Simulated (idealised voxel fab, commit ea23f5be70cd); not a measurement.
Process module under the name voxel self aligned vias
Cross-sectional view cut (width: 200 nm; square cell size: 5 nm).
A cross-section is a grid of square cells, given in bands from the top down. A band is one or more rows of cells.
This entry defines a band. It first specifies the height of the band's top and the height of its bottom in nm, and then specifies the band's materials from left to right, stating each material with its width in nm. The word "throughout" identifies a single material that fills the band from edge to edge, while the word "empty" identifies empty space.
Height 0 is the level under which the wafer as received is all one material. The lowest band goes on downwards, as in "z 0 and below".
Width spec "30..40" -> top row of cells at first value, bottom row at second value, equal per-row change in between.
Take "remained the same" at face value: in the step it is given for, the cross-section changed in none of its cells.
Look at "Enclosed void list" for the closed voids: empty spaces with no open path to the top, sized 8 cells or up. Each is width x height at distance, distance from the left edge, all nm.
Anything after a step's settings on that line? It's the simulator's own note about the step.
"overlay nm" denotes, for a step that has a mask, the displacement of the mask to the right of its planned place, with negative values corresponding to the left.
-- plan
1,RECEIVE (material Si)
2,CONFORMAL_DEP (material SiO2; thk nm 10)
3,CONFORMAL_DEP (material SiCN; thk nm 5)
4,DIRECTIONAL_DEP (material SiO2; thk nm 20)
5,MASKED_ETCH (tone open; mask id LINES; width nm 30; pitch nm 75; etch materials SiO2; depth nm 20; overlay nm 0)
6,CONFORMAL_DEP (material TiN; thk nm 5)
7,FILL_DEP (material Ru; thk nm 5)
8,CMP (height nm 35)
9,SELECTIVE_ETCH (etch materials W Ru TiN; depth nm 5)
10,FILL_DEP (material SiN; thk nm 5)
11,CMP (height nm 35)
12,DIRECTIONAL_DEP (material SiO2; thk nm 20)
13,MASKED_ETCH (tone open; mask id VIAS; width nm 50; pitch nm 75; etch materials SiO2; depth nm 20; overlay nm 0)
14,MASKED_ETCH (tone open; mask id VIAS; width nm 50; pitch nm 75; etch materials SiN; depth nm 5; overlay nm 0)
15,CONFORMAL_DEP (material TiN; thk nm 5)
16,FILL_DEP (material W; thk nm 5)
17,CMP (height nm 55)
18,CONFORMAL_DEP (material SiN; thk nm 5)
-- Wafer cross-section on receipt, i.e. after step 1
- z 0 and below | Si throughout
- Enclosed void list: none
-- Here's the cross-section of the first of our two wafers at the end of the module - it ran as planned
- z 60 to 55 | SiN throughout
- z 55 to 40 | SiO2=35, TiN=5, W=40, TiN=5, SiO2=25, TiN=5, W=40, TiN=5, SiO2=40
- z 40 to 35 | SiO2=35, TiN=15, W=20, TiN=15, SiO2=25, TiN=15, W=20, TiN=15, SiO2=40
- z 35 to 30 | SiO2=45, TiN=30, SiO2=45, TiN=30, SiO2=50
- z 30 to 20 | SiO2=45, TiN=5, Ru=20, TiN=5, SiO2=45, TiN=5, Ru=20, TiN=5, SiO2=50
- z 20 to 15 | SiO2=45, TiN=30, SiO2=45, TiN=30, SiO2=50
- z 15 to 10 | SiCN throughout
- z 10 to 0 | SiO2 throughout
- z 0 and below | Si throughout
- Enclosed void list: none
-- Cross-sectional view: second of two wafers, end of module; start and plan identical to the first, one mistake in running
- z 60 to 55 | SiN throughout
- z 55 to 40 | SiO2=35, TiN=5, W=40, TiN=5, SiO2=25, TiN=5, W=40, TiN=5, SiO2=40
- z 40 to 35 | SiO2=35, TiN=50, SiO2=25, TiN=50, SiO2=40
- z 35 to 30 | SiN=35, TiN=10, SiO2=30, TiN=10, SiN=25, TiN=10, SiO2=30, TiN=10, SiN=40
- z 30 to 20 | Ru=40, TiN=5, SiO2=30, TiN=5, Ru=35, TiN=5, SiO2=30, TiN=5, Ru=45
- z 20 to 15 | TiN=45, SiO2=30, TiN=45, SiO2=30, TiN=50
- z 15 to 10 | SiCN throughout
- z 10 to 0 | SiO2 throughout
- z 0 and below | Si throughout
- Enclosed void list: none
What was done differently from what was planned? in deviation from the planned setting, step 5 was conducted as MASKED_ETCH (tone cover; mask id LINES; width nm 30; pitch nm 75; etch materials SiO2; depth nm 20; overlay nm 0)
It is noted that, at the conclusion of processing, the second wafer exhibits a higher or lower cell count for certain materials relative to the first: Ru +32, SiN +20, SiO2 -64, TiN +20, W -8
